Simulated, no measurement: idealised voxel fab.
Documented hereafter: the process module known as voxel self aligned contacts.
Section cut is 300 nm wide and gridded with 5 nm square cells.
Format of a cross-section: grid, square cells. Given as bands. Order: top down. Band: one or more rows of cells.
Quick guide to a band line: top height, bottom height (nm) up front; then every material left to right with its width in nm. Only one material and it's marked "everywhere"? Then it fills the band edge to edge. And "air" just means empty space.
The reference from which all heights are counted is 0, the level beneath which the as-received wafer is entirely one material; the lowest band, having no lower bound, proceeds downward and is written after the example "0 -> down".
Quick explanation for "30 to 40": the width changes in equal steps down the rows of cells, from the first number in the band's top row to the second number in its bottom row.
"remains unaltered" after a step means that no cell of the cross-section changed.
Entrapped voids: empty space of 8 cells or more with no open way to the top, each as width x height at its distance from the left edge, in nm
after a step's settings: what the simulator itself notes on the step
On any step carrying a mask, the "overlay nm" setting, if present on the step's line, tells how far right of its planned place the mask lay; negative values point to the left.
### These are the steps we planned for the process
1 RECEIVE [material Si]
2 OXIDIZE [depth nm 5]
3 DIRECTIONAL_DEP [material polySi] [thk nm 30]
4 DIRECTIONAL_DEP [material SiN] [thk nm 20]
5 DIRECTIONAL_DEP [material aC] [thk nm 10]
6 PATTERN [tone cover] [mask id GATE] [material resist] [width nm 25] [pitch nm 50] [thk nm 25] [overlay nm 0]
7 DIRECTIONAL_ETCH [etch materials aC] [depth nm 10]
8 STRIP [etch materials resist]
9 DIRECTIONAL_ETCH [etch materials SiN] [depth nm 20]
10 DIRECTIONAL_ETCH [etch materials polySi] [depth nm 30]
11 STRIP [etch materials aC]
12 CONFORMAL_DEP [material SiN] [thk nm 5]
13 DIRECTIONAL_ETCH [etch materials SiN] [depth nm 5]
14 FILL_DEP [material SiO2] [thk nm 10]
15 CMP [height nm 55]
16 PATTERN [tone open] [mask id CONTACT] [material resist] [width nm 35] [pitch nm 50] [thk nm 15] [overlay nm 0]
17 DIRECTIONAL_ETCH [etch materials SiO2] [depth nm 60]
18 STRIP [etch materials resist]
19 CONFORMAL_DEP [material TiN] [thk nm 5]
20 FILL_DEP [material W] [thk nm 5]
21 CMP [height nm 55]
22 CONFORMAL_DEP [material SiCN] [thk nm 5]
### First wafer out of two, processed as planned
### Cross-section of the wafer upon arrival, representing the state reached after step 1
  0 -> down | Si everywhere
  Entrapped voids: none
### Cross-section: wafer state after step 2
  0 -> -5 | SiO2 everywhere
  Beneath the level -5, the cross-section is identical to its previous state.
### Cross-section: wafer state after step 3
  30 -> 0 | polySi everywhere
  Beneath the level 0, the cross-section is identical to its previous state.
### Cross-section: wafer state after step 4
  50 -> 30 | SiN everywhere
  Beneath the level 30, the cross-section is identical to its previous state.
### Cross-section: wafer state after step 5
  60 -> 50 | aC everywhere
  Beneath the level 50, the cross-section is identical to its previous state.
### Cross-section: wafer state after step 6
  85 -> 60 | air: 85  resist: 25  air: 25  resist: 25  air: 25  resist: 25  air: 90
  Beneath the level 60, the cross-section is identical to its previous state.
### Cross-section: wafer state after step 7
  75 -> 60 | air: 85  resist: 25  air: 25  resist: 25  air: 25  resist: 25  air: 90
  60 -> 50 | air: 85  aC: 25  air: 25  aC: 25  air: 25  aC: 25  air: 90
  Beneath the level 50, the cross-section is identical to its previous state.
### Cross-section: wafer state after step 8
  60 -> 50 | air: 85  aC: 25  air: 25  aC: 25  air: 25  aC: 25  air: 90
  Beneath the level 50, the cross-section is identical to its previous state.
### Cross-section: wafer state after step 9
  60 -> 50 | air: 85  aC: 25  air: 25  aC: 25  air: 25  aC: 25  air: 90
  50 -> 30 | air: 85  SiN: 25  air: 25  SiN: 25  air: 25  SiN: 25  air: 90
  Beneath the level 30, the cross-section is identical to its previous state.
### Cross-section: wafer state after step 10
  60 -> 50 | air: 85  aC: 25  air: 25  aC: 25  air: 25  aC: 25  air: 90
  50 -> 30 | air: 85  SiN: 25  air: 25  SiN: 25  air: 25  SiN: 25  air: 90
  30 -> 0 | air: 85  polySi: 25  air: 25  polySi: 25  air: 25  polySi: 25  air: 90
  Beneath the level 0, the cross-section is identical to its previous state.
### Cross-section: wafer state after step 11
  50 -> 30 | air: 85  SiN: 25  air: 25  SiN: 25  air: 25  SiN: 25  air: 90
  Beneath the level 30, the cross-section is identical to its previous state.
### Cross-section: wafer state after step 12
  55 -> 30 | air: 80  SiN: 35  air: 15  SiN: 35  air: 15  SiN: 35  air: 85
  30 -> 5 | air: 80  SiN: 5  polySi: 25  SiN: 5  air: 15  SiN: 5  polySi: 25  SiN: 5  air: 15  SiN: 5  polySi: 25  SiN: 5  air: 85
  5 -> 0 | SiN: 85  polySi: 25  SiN: 25  polySi: 25  SiN: 25  polySi: 25  SiN: 90
  Beneath the level 0, the cross-section is identical to its previous state.
### Cross-section: wafer state after step 13
  50 -> 30 | air: 80  SiN: 35  air: 15  SiN: 35  air: 15  SiN: 35  air: 85
  30 -> 0 | air: 80  SiN: 5  polySi: 25  SiN: 5  air: 15  SiN: 5  polySi: 25  SiN: 5  air: 15  SiN: 5  polySi: 25  SiN: 5  air: 85
  Beneath the level 0, the cross-section is identical to its previous state.
### Cross-section: wafer state after step 14
  60 -> 50 | SiO2 everywhere
  50 -> 30 | SiO2: 80  SiN: 35  SiO2: 15  SiN: 35  SiO2: 15  SiN: 35  SiO2: 85
  30 -> 0 | SiO2: 80  SiN: 5  polySi: 25  SiN: 5  SiO2: 15  SiN: 5  polySi: 25  SiN: 5  SiO2: 15  SiN: 5  polySi: 25  SiN: 5  SiO2: 85
  Beneath the level 0, the cross-section is identical to its previous state.
### Cross-section: wafer state after step 15
  55 -> 50 | SiO2 everywhere
  Beneath the level 50, the cross-section is identical to its previous state.
### Cross-section: wafer state after step 16
  70 -> 55 | resist: 105  air: 35  resist: 15  air: 35  resist: 110
  Beneath the level 55, the cross-section is identical to its previous state.
### Cross-section: wafer state after step 17
  70 -> 55 | resist: 105  air: 35  resist: 15  air: 35  resist: 110
  55 -> 50 | SiO2: 105  air: 35  SiO2: 15  air: 35  SiO2: 110
  50 -> 30 | SiO2: 80  SiN: 35  air: 15  SiN: 35  air: 15  SiN: 35  SiO2: 85
  30 -> 0 | SiO2: 80  SiN: 5  polySi: 25  SiN: 5  air: 15  SiN: 5  polySi: 25  SiN: 5  air: 15  SiN: 5  polySi: 25  SiN: 5  SiO2: 85
  0 -> -5 | SiO2: 115  air: 15  SiO2: 35  air: 15  SiO2: 120
  Beneath the level -5, the cross-section is identical to its previous state.
### Cross-section: wafer state after step 18
  55 -> 50 | SiO2: 105  air: 35  SiO2: 15  air: 35  SiO2: 110
  Beneath the level 50, the cross-section is identical to its previous state.
### Cross-section: wafer state after step 19
  60 -> 55 | TiN: 110  air: 25  TiN: 25  air: 25  TiN: 115
  55 -> 50 | SiO2: 105  TiN: 15  air: 5  TiN: 15  SiO2: 15  TiN: 15  air: 5  TiN: 15  SiO2: 110
  50 -> 30 | SiO2: 80  SiN: 35  TiN: 5  air: 5  TiN: 5  SiN: 35  TiN: 5  air: 5  TiN: 5  SiN: 35  SiO2: 85
  30 -> 0 | SiO2: 80  SiN: 5  polySi: 25  SiN: 5  TiN: 5  air: 5  TiN: 5  SiN: 5  polySi: 25  SiN: 5  TiN: 5  air: 5  TiN: 5  SiN: 5  polySi: 25  SiN: 5  SiO2: 85
  0 -> -5 | SiO2: 115  TiN: 15  SiO2: 35  TiN: 15  SiO2: 120
  Beneath the level -5, the cross-section is identical to its previous state.
### Cross-section: wafer state after step 20
  65 -> 60 | W everywhere
  60 -> 55 | TiN: 110  W: 25  TiN: 25  W: 25  TiN: 115
  55 -> 50 | SiO2: 105  TiN: 15  W: 5  TiN: 15  SiO2: 15  TiN: 15  W: 5  TiN: 15  SiO2: 110
  50 -> 30 | SiO2: 80  SiN: 35  TiN: 5  W: 5  TiN: 5  SiN: 35  TiN: 5  W: 5  TiN: 5  SiN: 35  SiO2: 85
  30 -> 0 | SiO2: 80  SiN: 5  polySi: 25  SiN: 5  TiN: 5  W: 5  TiN: 5  SiN: 5  polySi: 25  SiN: 5  TiN: 5  W: 5  TiN: 5  SiN: 5  polySi: 25  SiN: 5  SiO2: 85
  Beneath the level 0, the cross-section is identical to its previous state.
### Cross-section: wafer state after step 21
  55 -> 50 | SiO2: 105  TiN: 15  W: 5  TiN: 15  SiO2: 15  TiN: 15  W: 5  TiN: 15  SiO2: 110
  Beneath the level 50, the cross-section is identical to its previous state.
### Cross-section: wafer state after step 22
  60 -> 55 | SiCN everywhere
  Beneath the level 55, the cross-section is identical to its previous state.
### Second wafer - shared start and plan with the first - one error in running - same as the first up to step 14 inclusive
### Cross-sectional view of the second wafer at the intended end time of process step 15
  45 -> 30 | SiO2: 80  SiN: 35  SiO2: 15  SiN: 35  SiO2: 15  SiN: 35  SiO2: 85
  Beneath the level 30, the cross-section is identical to its previous state.
### Cross-sectional view of the second wafer at the intended end time of process step 16
  60 -> 45 | resist: 105  air: 35  resist: 15  air: 35  resist: 110
  Beneath the level 45, the cross-section is identical to its previous state.
### Cross-sectional view of the second wafer at the intended end time of process step 17
  60 -> 45 | resist: 105  air: 35  resist: 15  air: 35  resist: 110
  45 -> 30 | SiO2: 80  SiN: 35  air: 15  SiN: 35  air: 15  SiN: 35  SiO2: 85
  30 -> 0 | SiO2: 80  SiN: 5  polySi: 25  SiN: 5  air: 15  SiN: 5  polySi: 25  SiN: 5  air: 15  SiN: 5  polySi: 25  SiN: 5  SiO2: 85
  0 -> -5 | SiO2: 115  air: 15  SiO2: 35  air: 15  SiO2: 120
  Beneath the level -5, the cross-section is identical to its previous state.
### Cross-sectional view of the second wafer at the intended end time of process step 18
  45 -> 30 | SiO2: 80  SiN: 35  air: 15  SiN: 35  air: 15  SiN: 35  SiO2: 85
  Beneath the level 30, the cross-section is identical to its previous state.
### Cross-sectional view of the second wafer at the intended end time of process step 19
  50 -> 45 | TiN: 120  air: 5  TiN: 45  air: 5  TiN: 125
  45 -> 30 | SiO2: 80  SiN: 35  TiN: 5  air: 5  TiN: 5  SiN: 35  TiN: 5  air: 5  TiN: 5  SiN: 35  SiO2: 85
  30 -> 0 | SiO2: 80  SiN: 5  polySi: 25  SiN: 5  TiN: 5  air: 5  TiN: 5  SiN: 5  polySi: 25  SiN: 5  TiN: 5  air: 5  TiN: 5  SiN: 5  polySi: 25  SiN: 5  SiO2: 85
  0 -> -5 | SiO2: 115  TiN: 15  SiO2: 35  TiN: 15  SiO2: 120
  Beneath the level -5, the cross-section is identical to its previous state.
### Cross-sectional view of the second wafer at the intended end time of process step 20
  55 -> 50 | W everywhere
  50 -> 45 | TiN: 120  W: 5  TiN: 45  W: 5  TiN: 125
  45 -> 30 | SiO2: 80  SiN: 35  TiN: 5  W: 5  TiN: 5  SiN: 35  TiN: 5  W: 5  TiN: 5  SiN: 35  SiO2: 85
  30 -> 0 | SiO2: 80  SiN: 5  polySi: 25  SiN: 5  TiN: 5  W: 5  TiN: 5  SiN: 5  polySi: 25  SiN: 5  TiN: 5  W: 5  TiN: 5  SiN: 5  polySi: 25  SiN: 5  SiO2: 85
  Beneath the level 0, the cross-section is identical to its previous state.
Cross-sectional view of the second wafer at the intended end time of process step 21: remains unaltered
### Cross-sectional view of the second wafer at the intended end time of process step 22
  60 -> 55 | SiCN everywhere
  Beneath the level 55, the cross-section is identical to its previous state.
Finding, execution versus plan: step 15 ran as: CMP [height nm 45]
Final wafer comparison in cells, second versus first, more or fewer per material: -21 SiN; -79 SiO2; +42 TiN; +58 W
